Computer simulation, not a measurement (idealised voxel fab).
Proc. module: voxel wiring stack
Square cells of 5 nm make up the cross-section cut, whose width is 195 nm.
Cross-section layout: square cells on a grid; listed as bands, top to bottom; a band spans one or more cell rows. Top, bottom (nm), then materials left to right with widths (nm); lone material tagged "throughout" fills the whole band edge to edge; "empty" = empty space. Note: height 0 marks the level under which the wafer is uniformly one material as received. Lowest band unbounded below, written "0 down". A width given as "30->40" starts at the first number in the band's top row and ends at the second number in its bottom row, shifting by an equal amount at every step from row to row. Basically "nothing got changed" means that step didn't change any cell in the cross-section. The list in "Closed void entries" covers empty spaces of 8 cells or more that cannot reach the top through any open way, and it gives each as width x height at distance; the distance is from the left edge, and width, height and distance are in nm. If you see something after the settings on a step's line, that's the simulator's own remark about that step. Steps that use a mask can have "overlay nm" on their line. It says how far the mask sat to the right of where it was meant to be. Negative means to the left.

THE FOLLOWING LIST GIVES THE PLANNED PROCESS STEPS
1 RECEIVE,material Si
2 CONFORMAL_DEP,material SiO2,thk nm 15
3 DIRECTIONAL_DEP,material TiN,thk nm 5
4 DIRECTIONAL_DEP,material W,thk nm 20
5 MASKED_ETCH,tone cover,mask id METAL_1,width nm 25,pitch nm 55,etch materials W,depth nm 20,overlay nm 0
6 MASKED_ETCH,tone cover,mask id METAL_1,width nm 25,pitch nm 55,etch materials TiN,depth nm 5,overlay nm 0
7 CONFORMAL_DEP,material SiN,thk nm 5
8 FILL_DEP,material lowk,thk nm 5
9 CMP,height nm 40
10 CONFORMAL_DEP,material SiCN,thk nm 5
11 DIRECTIONAL_DEP,material SiO2,thk nm 15
12 DIRECTIONAL_DEP,material aC,thk nm 10
13 PATTERN,tone open,mask id PLUG_1,material resist,width nm 15,thk nm 25,overlay nm 0
14 DIRECTIONAL_ETCH,etch materials aC,depth nm 10
15 STRIP,etch materials resist
16 DIRECTIONAL_ETCH,etch materials SiO2,depth nm 15
17 DIRECTIONAL_ETCH,etch materials SiCN,depth nm 5
18 STRIP,etch materials aC
19 EPI,material Ru,thk nm 10
20 EPI,material Ru,thk nm 10
21 CONFORMAL_DEP,material SiN,thk nm 5
22 DIRECTIONAL_DEP,material SiO2,thk nm 25
23 PATTERN,tone open,mask id METAL_2,material resist,width nm 25,pitch nm 55,thk nm 15,overlay nm 0
24 DIRECTIONAL_ETCH,etch materials SiO2,depth nm 25
25 DIRECTIONAL_ETCH,etch materials SiN,depth nm 5
26 STRIP,etch materials resist
27 CONFORMAL_DEP,material TiN,thk nm 5
28 FILL_DEP,material W,thk nm 10
29 CMP,height nm 90
30 CONFORMAL_DEP,material SiN,thk nm 5

WAFER, FIRST OF TWO, RUN AS PLANNED

CROSS-SECTIONAL VIEW OF THE WAFER IN ITS AS-RECEIVED CONDITION, CORRESPONDING TO THE STATE AFTER STEP 1
* 0 down | Si throughout
* Closed void entries: none

STEP 2 COMPLETE: CROSS-SECTION THROUGH THE WAFER
* 15 to 0 | SiO2 throughout
* Everything below 0 is unchanged.

STEP 3 COMPLETE: CROSS-SECTION THROUGH THE WAFER
* 20 to 15 | TiN throughout
* Everything below 15 is unchanged.

STEP 4 COMPLETE: CROSS-SECTION THROUGH THE WAFER
* 40 to 20 | W throughout
* Everything below 20 is unchanged.

STEP 5 COMPLETE: CROSS-SECTION THROUGH THE WAFER
* 40 to 20 | empty: 55, then W: 25, then empty: 30, then W: 25, then empty: 60
* Everything below 20 is unchanged.

STEP 6 COMPLETE: CROSS-SECTION THROUGH THE WAFER
* 40 to 20 | empty: 55, then W: 25, then empty: 30, then W: 25, then empty: 60
* 20 to 15 | empty: 55, then TiN: 25, then empty: 30, then TiN: 25, then empty: 60
* Everything below 15 is unchanged.

STEP 7 COMPLETE: CROSS-SECTION THROUGH THE WAFER
* 45 to 40 | empty: 50, then SiN: 35, then empty: 20, then SiN: 35, then empty: 55
* 40 to 20 | empty: 50, then SiN: 5, then W: 25, then SiN: 5, then empty: 20, then SiN: 5, then W: 25, then SiN: 5, then empty: 55
* 20 to 15 | SiN: 55, then TiN: 25, then SiN: 30, then TiN: 25, then SiN: 60
* Everything below 15 is unchanged.

STEP 8 COMPLETE: CROSS-SECTION THROUGH THE WAFER
* 50 to 45 | lowk throughout
* 45 to 40 | lowk: 50, then SiN: 35, then lowk: 20, then SiN: 35, then lowk: 55
* 40 to 20 | lowk: 50, then SiN: 5, then W: 25, then SiN: 5, then lowk: 20, then SiN: 5, then W: 25, then SiN: 5, then lowk: 55
* Everything below 20 is unchanged.

STEP 9 COMPLETE: CROSS-SECTION THROUGH THE WAFER
* 40 to 20 | lowk: 50, then SiN: 5, then W: 25, then SiN: 5, then lowk: 20, then SiN: 5, then W: 25, then SiN: 5, then lowk: 55
* Everything below 20 is unchanged.

STEP 10 COMPLETE: CROSS-SECTION THROUGH THE WAFER
* 45 to 40 | SiCN throughout
* Everything below 40 is unchanged.

STEP 11 COMPLETE: CROSS-SECTION THROUGH THE WAFER
* 60 to 45 | SiO2 throughout
* Everything below 45 is unchanged.

STEP 12 COMPLETE: CROSS-SECTION THROUGH THE WAFER
* 70 to 60 | aC throughout
* Everything below 60 is unchanged.

STEP 13 COMPLETE: CROSS-SECTION THROUGH THE WAFER
* 95 to 70 | resist: 55, then empty: 15, then resist: 125
* Everything below 70 is unchanged.

STEP 14 COMPLETE: CROSS-SECTION THROUGH THE WAFER
* 85 to 70 | resist: 55, then empty: 15, then resist: 125
* 70 to 60 | aC: 55, then empty: 15, then aC: 125
* Everything below 60 is unchanged.

STEP 15 COMPLETE: CROSS-SECTION THROUGH THE WAFER
* 70 to 60 | aC: 55, then empty: 15, then aC: 125
* Everything below 60 is unchanged.

STEP 16 COMPLETE: CROSS-SECTION THROUGH THE WAFER
* 70 to 60 | aC: 55, then empty: 15, then aC: 125
* 60 to 45 | SiO2: 55, then empty: 15, then SiO2: 125
* Everything below 45 is unchanged.

STEP 17 COMPLETE: CROSS-SECTION THROUGH THE WAFER
* 70 to 60 | aC: 55, then empty: 15, then aC: 125
* 60 to 45 | SiO2: 55, then empty: 15, then SiO2: 125
* 45 to 40 | SiCN: 55, then empty: 15, then SiCN: 125
* Everything below 40 is unchanged.

STEP 18 COMPLETE: CROSS-SECTION THROUGH THE WAFER
* 60 to 45 | SiO2: 55, then empty: 15, then SiO2: 125
* Everything below 45 is unchanged.

STEP 19 COMPLETE: CROSS-SECTION THROUGH THE WAFER
* 60 to 50 | SiO2: 55, then empty: 15, then SiO2: 125
* 50 to 45 | SiO2: 55, then Ru: 15, then SiO2: 125
* 45 to 40 | SiCN: 55, then Ru: 15, then SiCN: 125
* Everything below 40 is unchanged.

STEP 20 COMPLETE: CROSS-SECTION THROUGH THE WAFER
* 60 to 45 | SiO2: 55, then Ru: 15, then SiO2: 125
* Everything below 45 is unchanged.

STEP 21 COMPLETE: CROSS-SECTION THROUGH THE WAFER
* 65 to 60 | SiN throughout
* Everything below 60 is unchanged.

STEP 22 COMPLETE: CROSS-SECTION THROUGH THE WAFER
* 90 to 65 | SiO2 throughout
* Everything below 65 is unchanged.

STEP 23 COMPLETE: CROSS-SECTION THROUGH THE WAFER
* 105 to 90 | resist: 55, then empty: 25, then resist: 30, then empty: 25, then resist: 60
* Everything below 90 is unchanged.

STEP 24 COMPLETE: CROSS-SECTION THROUGH THE WAFER
* 105 to 90 | resist: 55, then empty: 25, then resist: 30, then empty: 25, then resist: 60
* 90 to 65 | SiO2: 55, then empty: 25, then SiO2: 30, then empty: 25, then SiO2: 60
* Everything below 65 is unchanged.

STEP 25 COMPLETE: CROSS-SECTION THROUGH THE WAFER
* 105 to 90 | resist: 55, then empty: 25, then resist: 30, then empty: 25, then resist: 60
* 90 to 65 | SiO2: 55, then empty: 25, then SiO2: 30, then empty: 25, then SiO2: 60
* 65 to 60 | SiN: 55, then empty: 25, then SiN: 30, then empty: 25, then SiN: 60
* Everything below 60 is unchanged.

STEP 26 COMPLETE: CROSS-SECTION THROUGH THE WAFER
* 90 to 65 | SiO2: 55, then empty: 25, then SiO2: 30, then empty: 25, then SiO2: 60
* Everything below 65 is unchanged.

STEP 27 COMPLETE: CROSS-SECTION THROUGH THE WAFER
* 95 to 90 | TiN: 60, then empty: 15, then TiN: 40, then empty: 15, then TiN: 65
* 90 to 65 | SiO2: 55, then TiN: 5, then empty: 15, then TiN: 5, then SiO2: 30, then TiN: 5, then empty: 15, then TiN: 5, then SiO2: 60
* 65 to 60 | SiN: 55, then TiN: 25, then SiN: 30, then TiN: 25, then SiN: 60
* Everything below 60 is unchanged.

STEP 28 COMPLETE: CROSS-SECTION THROUGH THE WAFER
* 105 to 95 | W throughout
* 95 to 90 | TiN: 60, then W: 15, then TiN: 40, then W: 15, then TiN: 65
* 90 to 65 | SiO2: 55, then TiN: 5, then W: 15, then TiN: 5, then SiO2: 30, then TiN: 5, then W: 15, then TiN: 5, then SiO2: 60
* Everything below 65 is unchanged.

STEP 29 COMPLETE: CROSS-SECTION THROUGH THE WAFER
* 90 to 65 | SiO2: 55, then TiN: 5, then W: 15, then TiN: 5, then SiO2: 30, then TiN: 5, then W: 15, then TiN: 5, then SiO2: 60
* Everything below 65 is unchanged.

STEP 30 COMPLETE: CROSS-SECTION THROUGH THE WAFER
* 95 to 90 | SiN throughout
* Everything below 90 is unchanged.

WAFER TWO OF THE PAIR: SAME ORIGIN, SAME PLAN, ONE ERROR DURING THE RUN; IDENTICAL TO WAFER ONE UP TO AND INCLUDING STEP 15

WHAT THE SECOND WAFER LOOKS LIKE IN CROSS-SECTION WHEN STEP 16 SHOULD HAVE WRAPPED UP
* 70 to 60 | aC: 55, then empty: 15, then aC: 125
* 60 to 50 | SiO2: 55, then empty: 15, then SiO2: 125
* Everything below 50 is unchanged.

What the second wafer looks like in cross-section when step 17 should have wrapped up: nothing got changed

WHAT THE SECOND WAFER LOOKS LIKE IN CROSS-SECTION WHEN STEP 18 SHOULD HAVE WRAPPED UP
* 60 to 50 | SiO2: 55, then empty: 15, then SiO2: 125
* Everything below 50 is unchanged.

What the second wafer looks like in cross-section when step 19 should have wrapped up: nothing got changed

What the second wafer looks like in cross-section when step 20 should have wrapped up: nothing got changed

WHAT THE SECOND WAFER LOOKS LIKE IN CROSS-SECTION WHEN STEP 21 SHOULD HAVE WRAPPED UP
* 65 to 60 | SiN: 60, then empty: 5, then SiN: 130
* 60 to 55 | SiO2: 55, then SiN: 5, then empty: 5, then SiN: 5, then SiO2: 125
* 55 to 50 | SiO2: 55, then SiN: 15, then SiO2: 125
* Everything below 50 is unchanged.

WHAT THE SECOND WAFER LOOKS LIKE IN CROSS-SECTION WHEN STEP 22 SHOULD HAVE WRAPPED UP
* 90 to 80 | SiO2: 60, then empty: 5, then SiO2: 130
* 80 to 65 | SiO2 throughout
* 65 to 60 | SiN: 60, then SiO2: 5, then SiN: 130
* 60 to 55 | SiO2: 55, then SiN: 5, then SiO2: 5, then SiN: 5, then SiO2: 125
* Everything below 55 is unchanged.

WHAT THE SECOND WAFER LOOKS LIKE IN CROSS-SECTION WHEN STEP 23 SHOULD HAVE WRAPPED UP
* 105 to 90 | resist: 55, then empty: 25, then resist: 30, then empty: 25, then resist: 60
* Everything below 90 is unchanged.

WHAT THE SECOND WAFER LOOKS LIKE IN CROSS-SECTION WHEN STEP 24 SHOULD HAVE WRAPPED UP
* 105 to 90 | resist: 55, then empty: 25, then resist: 30, then empty: 25, then resist: 60
* 90 to 65 | SiO2: 55, then empty: 25, then SiO2: 30, then empty: 25, then SiO2: 60
* 65 to 60 | SiN: 60, then empty: 5, then SiN: 130
* 60 to 55 | SiO2: 55, then SiN: 5, then empty: 5, then SiN: 5, then SiO2: 125
* Everything below 55 is unchanged.

WHAT THE SECOND WAFER LOOKS LIKE IN CROSS-SECTION WHEN STEP 25 SHOULD HAVE WRAPPED UP
* 105 to 90 | resist: 55, then empty: 25, then resist: 30, then empty: 25, then resist: 60
* 90 to 65 | SiO2: 55, then empty: 25, then SiO2: 30, then empty: 25, then SiO2: 60
* 65 to 60 | SiN: 55, then empty: 25, then SiN: 30, then empty: 25, then SiN: 60
* 60 to 50 | SiO2: 55, then SiN: 5, then empty: 5, then SiN: 5, then SiO2: 125
* Everything below 50 is unchanged.

WHAT THE SECOND WAFER LOOKS LIKE IN CROSS-SECTION WHEN STEP 26 SHOULD HAVE WRAPPED UP
* 90 to 65 | SiO2: 55, then empty: 25, then SiO2: 30, then empty: 25, then SiO2: 60
* Everything below 65 is unchanged.

WHAT THE SECOND WAFER LOOKS LIKE IN CROSS-SECTION WHEN STEP 27 SHOULD HAVE WRAPPED UP
* 95 to 90 | TiN: 60, then empty: 15, then TiN: 40, then empty: 15, then TiN: 65
* 90 to 65 | SiO2: 55, then TiN: 5, then empty: 15, then TiN: 5, then SiO2: 30, then TiN: 5, then empty: 15, then TiN: 5, then SiO2: 60
* 65 to 60 | SiN: 55, then TiN: 25, then SiN: 30, then TiN: 25, then SiN: 60
* 60 to 50 | SiO2: 55, then SiN: 5, then TiN: 5, then SiN: 5, then SiO2: 125
* Everything below 50 is unchanged.

WHAT THE SECOND WAFER LOOKS LIKE IN CROSS-SECTION WHEN STEP 28 SHOULD HAVE WRAPPED UP
* 105 to 95 | W throughout
* 95 to 90 | TiN: 60, then W: 15, then TiN: 40, then W: 15, then TiN: 65
* 90 to 65 | SiO2: 55, then TiN: 5, then W: 15, then TiN: 5, then SiO2: 30, then TiN: 5, then W: 15, then TiN: 5, then SiO2: 60
* Everything below 65 is unchanged.

WHAT THE SECOND WAFER LOOKS LIKE IN CROSS-SECTION WHEN STEP 29 SHOULD HAVE WRAPPED UP
* 90 to 65 | SiO2: 55, then TiN: 5, then W: 15, then TiN: 5, then SiO2: 30, then TiN: 5, then W: 15, then TiN: 5, then SiO2: 60
* Everything below 65 is unchanged.

WHAT THE SECOND WAFER LOOKS LIKE IN CROSS-SECTION WHEN STEP 30 SHOULD HAVE WRAPPED UP
* 95 to 90 | SiN throughout
* Everything below 90 is unchanged.
Run error: planned and actual differ for step 16; actual: DIRECTIONAL_ETCH,etch materials SiO2,depth nm 10
Once processing is complete, comparing cell counts shows that the second wafer has more or fewer of certain materials than the first: Ru -12, SiCN +3, SiN +4, SiO2 +3, TiN +2
